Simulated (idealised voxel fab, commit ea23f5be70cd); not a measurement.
Process module under the name voxel trench capacitor
Shown is cross-section cut, with a width of 190 nm and square cells of size 5 nm.
Cross-section format: a grid of square cells, given as bands from top to bottom; each band is one or more rows of cells. Band entry format. Leading values: height of top, height of bottom, nm. Remainder: materials in left-to-right order, each with its width in nm. Special words: "full width" on a single material, which then fills the band edge to edge; "blank", empty space. Basically, 0 is our baseline, since under it the wafer straight out of the box is all one material. The bottom band has no lower end and keeps on going down, so it looks like "0 -> down". Per-row width for "30..40": begins at first number (top row of band), ends at second number (bottom row), increment between rows held constant. "remains unaltered" means the step left every cell of the cross-section as it was. "Enclosed void list" - sealed voids, min. 8 cells, no opening to top; format: width x height at distance (distance from left edge; nm throughout). On a step's line, text after the settings is the simulator commenting on that step. overlay nm: for a step with a mask, the amount by which the mask lay right of where it was planned; a negative amount means left of it.
## Intended process steps
1,RECEIVE | material Si
2,CONFORMAL_DEP | material SiN | thk nm 10
3,DIRECTIONAL_DEP | material aC | thk nm 10
4,PATTERN | tone open | mask id TRENCH | material resist | width nm 30 | pitch nm 45 | thk nm 30 | overlay nm 0
5,DIRECTIONAL_ETCH | etch materials aC | depth nm 10
6,STRIP | etch materials resist
7,DIRECTIONAL_ETCH | etch materials SiN | depth nm 10
8,DIRECTIONAL_ETCH | etch materials Si | depth nm 35
9,STRIP | etch materials aC
10,CONFORMAL_DEP | material Al2O3 | thk nm 5
11,CONFORMAL_DEP | material TiN | thk nm 5
12,FILL_DEP | material W | thk nm 5
13,CMP | height nm 10
## Cross-section of the wafer upon arrival, representing the state reached after step 1
  0 -> down | Si full width
  Enclosed void list: none
## End state of the module in cross-section, given the above starting point and plan and one mistake in execution
  10 -> 0 | SiN 60 nm, Al2O3 5 nm, TiN 5 nm, W 5 nm, TiN 5 nm, Al2O3 5 nm, SiN 20 nm, Al2O3 5 nm, TiN 5 nm, W 5 nm, TiN 5 nm, Al2O3 5 nm, SiN 60 nm
  0 -> -25 | Si 60 nm, Al2O3 5 nm, TiN 5 nm, W 5 nm, TiN 5 nm, Al2O3 5 nm, Si 20 nm, Al2O3 5 nm, TiN 5 nm, W 5 nm, TiN 5 nm, Al2O3 5 nm, Si 60 nm
  -25 -> -30 | Si 60 nm, Al2O3 5 nm, TiN 15 nm, Al2O3 5 nm, Si 20 nm, Al2O3 5 nm, TiN 15 nm, Al2O3 5 nm, Si 60 nm
  -30 -> -35 | Si 60 nm, Al2O3 25 nm, Si 20 nm, Al2O3 25 nm, Si 60 nm
  -35 -> down | Si full width
  Enclosed void list: none
Misprocessing identified: step 4 changed vs plan, executed as PATTERN | tone open | mask id TRENCH | material resist | width nm 25 | pitch nm 45 | thk nm 30 | overlay nm 0
